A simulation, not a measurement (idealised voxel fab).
Name of the process module below: voxel double patterning
Cross-section cut spans 195 nm and uses square cells 5 nm in size.
Each cross-section below is a grid of square cells, stated as bands in top-down order, with one or more rows of cells making up each band. First you get the band's top height and its bottom height, in nm, and then the materials it's made of, left to right, with each width in nm. If you see a single material with "throughout", that one covers the band edge to edge. "air" is empty space. Heights are measured from 0, the level below which the as-received wafer is all one material; the lowest band has no bottom and continues downward, written as in "0 and below". Top row gets the first number, bottom row gets the second, and each row in between changes by the same step: that is how a band width like "30..40" works. Step note "nothing changed" = no cross-section cell changed. Basically, "Catalogued sealed voids" tells you about the enclosed voids: empty spaces with no open way to the top, 8 cells or bigger, each written width x height at distance, where distance is from the left edge, all in nm. On a step's line, text after the settings is the simulator commenting on that step. "overlay nm" on a masked step: distance the mask lay right of its planned place, negative for left.

## So here's the lineup of process steps we planned
1) RECEIVE,material Si
2) CONFORMAL_DEP,material SiO2,thk nm 5
3) DIRECTIONAL_DEP,material polySi,thk nm 20
4) DIRECTIONAL_DEP,material SiN,thk nm 5
5) DIRECTIONAL_DEP,material aC,thk nm 10
6) PATTERN,tone open,mask id FIRST,material resist,width nm 15,pitch nm 50,thk nm 30,overlay nm 0
7) DIRECTIONAL_ETCH,etch materials aC,depth nm 10
8) STRIP,etch materials resist
9) DIRECTIONAL_ETCH,etch materials SiN,depth nm 5
10) STRIP,etch materials aC
11) PATTERN,tone open,mask id SECOND,material resist,width nm 15,thk nm 20,overlay nm 0
12) DIRECTIONAL_ETCH,etch materials SiN,depth nm 5
13) STRIP,etch materials resist
14) DIRECTIONAL_ETCH,etch materials polySi,depth nm 20
15) STRIP,etch materials SiN

## The first wafer of two, processed as planned

## As received (post step 1): cross-section
    0 and below  Si throughout
    Catalogued sealed voids: none

## after step 2
    5 down to 0  SiO2 throughout
    Under the height 0 nothing was changed.

## after step 3
    25 down to 5  polySi throughout
    Under the height 5 nothing was changed.

## after step 4
    30 down to 25  SiN throughout
    Under the height 25 nothing was changed.

## after step 5
    40 down to 30  aC throughout
    Under the height 30 nothing was changed.

## after step 6
    70 down to 40  65 nm resist, then 15 nm air, then 35 nm resist, then 15 nm air, then 65 nm resist
    Under the height 40 nothing was changed.

## after step 7
    60 down to 40  65 nm resist, then 15 nm air, then 35 nm resist, then 15 nm air, then 65 nm resist
    40 down to 30  65 nm aC, then 15 nm air, then 35 nm aC, then 15 nm air, then 65 nm aC
    Under the height 30 nothing was changed.

## after step 8
    40 down to 30  65 nm aC, then 15 nm air, then 35 nm aC, then 15 nm air, then 65 nm aC
    Under the height 30 nothing was changed.

## after step 9
    40 down to 30  65 nm aC, then 15 nm air, then 35 nm aC, then 15 nm air, then 65 nm aC
    30 down to 25  65 nm SiN, then 15 nm air, then 35 nm SiN, then 15 nm air, then 65 nm SiN
    Under the height 25 nothing was changed.

## after step 10
    30 down to 25  65 nm SiN, then 15 nm air, then 35 nm SiN, then 15 nm air, then 65 nm SiN
    Under the height 25 nothing was changed.

## after step 11
    50 down to 30  90 nm resist, then 15 nm air, then 90 nm resist
    30 down to 25  65 nm SiN, then 15 nm resist, then 35 nm SiN, then 15 nm resist, then 65 nm SiN
    Under the height 25 nothing was changed.

## after step 12
    50 down to 30  90 nm resist, then 15 nm air, then 90 nm resist
    30 down to 25  65 nm SiN, then 15 nm resist, then 10 nm SiN, then 15 nm air, then 10 nm SiN, then 15 nm resist, then 65 nm SiN
    Under the height 25 nothing was changed.

## after step 13
    30 down to 25  65 nm SiN, then 15 nm air, then 10 nm SiN, then 15 nm air, then 10 nm SiN, then 15 nm air, then 65 nm SiN
    Under the height 25 nothing was changed.

## after step 14
    30 down to 25  65 nm SiN, then 15 nm air, then 10 nm SiN, then 15 nm air, then 10 nm SiN, then 15 nm air, then 65 nm SiN
    25 down to 5  65 nm polySi, then 15 nm air, then 10 nm polySi, then 15 nm air, then 10 nm polySi, then 15 nm air, then 65 nm polySi
    Under the height 5 nothing was changed.

## after step 15
    25 down to 5  65 nm polySi, then 15 nm air, then 10 nm polySi, then 15 nm air, then 10 nm polySi, then 15 nm air, then 65 nm polySi
    Under the height 5 nothing was changed.

## The second wafer began exactly as the first did and followed the same plan, but one mistake was made while running it; through step 10 inclusive, the two wafers are identical

## Cross-section: second wafer, time at which step 11 was scheduled to end
    50 down to 30  80 nm resist, then 15 nm air, then 100 nm resist
    30 down to 25  65 nm SiN, then 15 nm resist, then 35 nm SiN, then 15 nm resist, then 65 nm SiN
    Under the height 25 nothing was changed.

## Cross-section: second wafer, time at which step 12 was scheduled to end
    50 down to 30  80 nm resist, then 15 nm air, then 100 nm resist
    30 down to 25  65 nm SiN, then 15 nm resist, then 15 nm air, then 20 nm SiN, then 15 nm resist, then 65 nm SiN
    Under the height 25 nothing was changed.

## Cross-section: second wafer, time at which step 13 was scheduled to end
    30 down to 25  65 nm SiN, then 30 nm air, then 20 nm SiN, then 15 nm air, then 65 nm SiN
    Under the height 25 nothing was changed.

## Cross-section: second wafer, time at which step 14 was scheduled to end
    30 down to 25  65 nm SiN, then 30 nm air, then 20 nm SiN, then 15 nm air, then 65 nm SiN
    25 down to 5  65 nm polySi, then 30 nm air, then 20 nm polySi, then 15 nm air, then 65 nm polySi
    Under the height 5 nothing was changed.

## Cross-section: second wafer, time at which step 15 was scheduled to end
    25 down to 5  65 nm polySi, then 30 nm air, then 20 nm polySi, then 15 nm air, then 65 nm polySi
    Under the height 5 nothing was changed.
It is concluded that the wafer was processed incorrectly with respect to the plan, in that note that step 11 departed from the planned setting and was carried out as PATTERN,tone open,mask id SECOND,material resist,width nm 15,thk nm 20,overlay nm -10
By the end, you'd get the same cell count for each material on either wafer, but the second wafer puts them somewhere else.
